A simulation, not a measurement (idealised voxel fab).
Documented hereafter: the process module known as voxel spacer lines.
FYI the section here is cut, 205 nm wide, cells are 5 nm squares.
Throughout this document, each cross-section is represented as a grid of square cells and is presented as a sequence of bands enumerated from the top downward, where a band comprises one or more rows of cells. Look at the band entry: it leads with the top's height and the bottom's height in nm. Then it lists the materials left to right, with a width in nm for each. The word "full width" on a single material says that material fills the band edge to edge. The word "air" is empty space. Below 0: as-received wafer, all one material; heights counted from there. Lowest band: no bottom, goes on down, written "0 and below". It should be noted that a width expressed as "30->40" varies in equal increments from row to row of cells within the band, taking the value of the first number at the top row and that of the second number at the bottom row. What does "changes: none" mean for a step? It means no cell of the cross-section changed in that step. Voids, sealed: empty space of 8 cells or more with no open way to the top, each as width x height at its distance from the left edge, in nm. On a step's line, text after the settings is the simulator commenting on that step. Steps that use a mask can have "overlay nm" on their line. It says how far the mask sat to the right of where it was meant to be. Negative means to the left.
[Set out below are the planned steps of the process]
1. RECEIVE [material Si]
2. CONFORMAL_DEP [material Al2O3] [thk nm 10]
3. DIRECTIONAL_DEP [material W] [thk nm 15]
4. DIRECTIONAL_DEP [material aC] [thk nm 20]
5. PATTERN [tone cover] [mask id MANDREL] [material resist] [width nm 15] [pitch nm 50] [thk nm 25] [overlay nm 0]
6. DIRECTIONAL_ETCH [etch materials aC] [depth nm 20]
7. STRIP [etch materials resist]
8. CONFORMAL_DEP [material SiO2] [thk nm 10]
9. DIRECTIONAL_ETCH [etch materials SiO2] [depth nm 10]
10. STRIP [etch materials aC]
11. DIRECTIONAL_ETCH [etch materials W] [depth nm 5]
12. STRIP [etch materials SiO2]
13. FILL_DEP [material SiO2] [thk nm 10]
14. CMP [height nm 25]
Same starting wafers, different depth nm at step 11. Plan value belongs to the first wafer.
[Cross-section, first of several wafers, as delivered after step 1]
	0 and below | Si full width
	Voids, sealed: none
[Cross-sectional representation of the first of several wafers at the end of the module, i.e. after its terminal step, step 14]
	25 down to 20 | 60 nm SiO2, 10 nm W, 15 nm SiO2, 10 nm W, 15 nm SiO2, 10 nm W, 15 nm SiO2, 10 nm W, 60 nm SiO2
	20 down to 10 | W full width
	10 down to 0 | Al2O3 full width
	0 and below | Si full width
	Voids, sealed: none
[So this is the cross-section on the last wafer at the end of the module]
	25 down to 10 | 60 nm SiO2, 10 nm W, 15 nm SiO2, 10 nm W, 15 nm SiO2, 10 nm W, 15 nm SiO2, 10 nm W, 60 nm SiO2
	10 down to 0 | Al2O3 full width
	0 and below | Si full width
	Voids, sealed: none
[Where each wafer stands at the end of the module, a row apiece: cells of each material gained (+) or lost (-) since it was received, then closed voids]
depth nm 5; +82 Al2O3; +33 SiO2; +90 W; Voids, sealed: none
depth nm 10; +82 Al2O3; +66 SiO2; +57 W; Voids, sealed: none
depth nm 15; +82 Al2O3; +99 SiO2; +24 W; Voids, sealed: none
depth nm 20; +82 Al2O3; +99 SiO2; +24 W; Voids, sealed: none
depth nm 25; +82 Al2O3; +99 SiO2; +24 W; Voids, sealed: none
depth nm 30; +82 Al2O3; +99 SiO2; +24 W; Voids, sealed: none
